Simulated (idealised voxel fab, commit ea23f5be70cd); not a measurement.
Process module heading - voxel double patterning
In the cross-section labelled cut, the width is 200 nm and each square cell is 5 nm.
Throughout this document, each cross-section is represented as a grid of square cells and is presented as a sequence of bands enumerated from the top downward, where a band comprises one or more rows of cells. First you get the band's top height and its bottom height, in nm, and then the materials it's made of, left to right, with each width in nm. If you see a single material with "edge to edge", that one covers the band edge to edge. "blank" is empty space. It should be noted that heights are counted from 0, beneath which the wafer as supplied is of one material throughout, and that the lowest band possesses no lower boundary but continues downward, as written in "0 down". Per-row width for "30..40": begins at first number (top row of band), ends at second number (bottom row), increment between rows held constant. You'll sometimes find "no change occurred" written for a step, and that's the way of saying that nowhere in the cross-section did a cell change during that step. "Closed void listing": empty spaces of 8 cells or more with no open way to the top, each given as width x height at distance, distance from the left edge, all in nm. after a step's settings: what the simulator itself notes on the step. On any step carrying a mask, the "overlay nm" setting, if present on the step's line, tells how far right of its planned place the mask lay; negative values point to the left.

These are the steps we planned for the process
1,RECEIVE (material Si)
2,CONFORMAL_DEP (material SiO2; thk nm 10)
3,DIRECTIONAL_DEP (material polySi; thk nm 20)
4,DIRECTIONAL_DEP (material SiN; thk nm 5)
5,MASKED_ETCH (tone open; mask id FIRST; width nm 15; pitch nm 50; etch materials SiN; depth nm 5; overlay nm 0)
6,PATTERN (tone open; mask id SECOND; material resist; width nm 15; pitch nm 50; thk nm 15; overlay nm 0)
7,DIRECTIONAL_ETCH (etch materials SiN; depth nm 5)
8,STRIP (etch materials resist)
9,DIRECTIONAL_ETCH (etch materials polySi; depth nm 20)
10,STRIP (etch materials SiN)

Wafer as received: cross-section following step 1
* 0 down: Si edge to edge
* Closed void listing: none

Post-module cross-section of the first of two wafers (run per plan)
* 30 to 10: 40 of polySi  15 of blank  10 of polySi  15 of blank  10 of polySi  15 of blank  10 of polySi  15 of blank  10 of polySi  15 of blank  45 of polySi
* 10 to 0: SiO2 edge to edge
* 0 down: Si edge to edge
* Closed void listing: none

Second of two wafers, module complete, sectioned: it shares the first wafer's start and plan but was run with one mistake
* 30 to 20: 40 of polySi  15 of blank  10 of polySi  15 of blank  10 of polySi  15 of blank  10 of polySi  15 of blank  10 of polySi  15 of blank  45 of polySi
* 20 to 10: polySi edge to edge
* 10 to 0: SiO2 edge to edge
* 0 down: Si edge to edge
* Closed void listing: none
Against the plan, the run slipped here: step 9 off recipe, ran as DIRECTIONAL_ETCH (etch materials polySi; depth nm 10)
Cell-count delta at end, second wafer over first, by material: +30 polySi
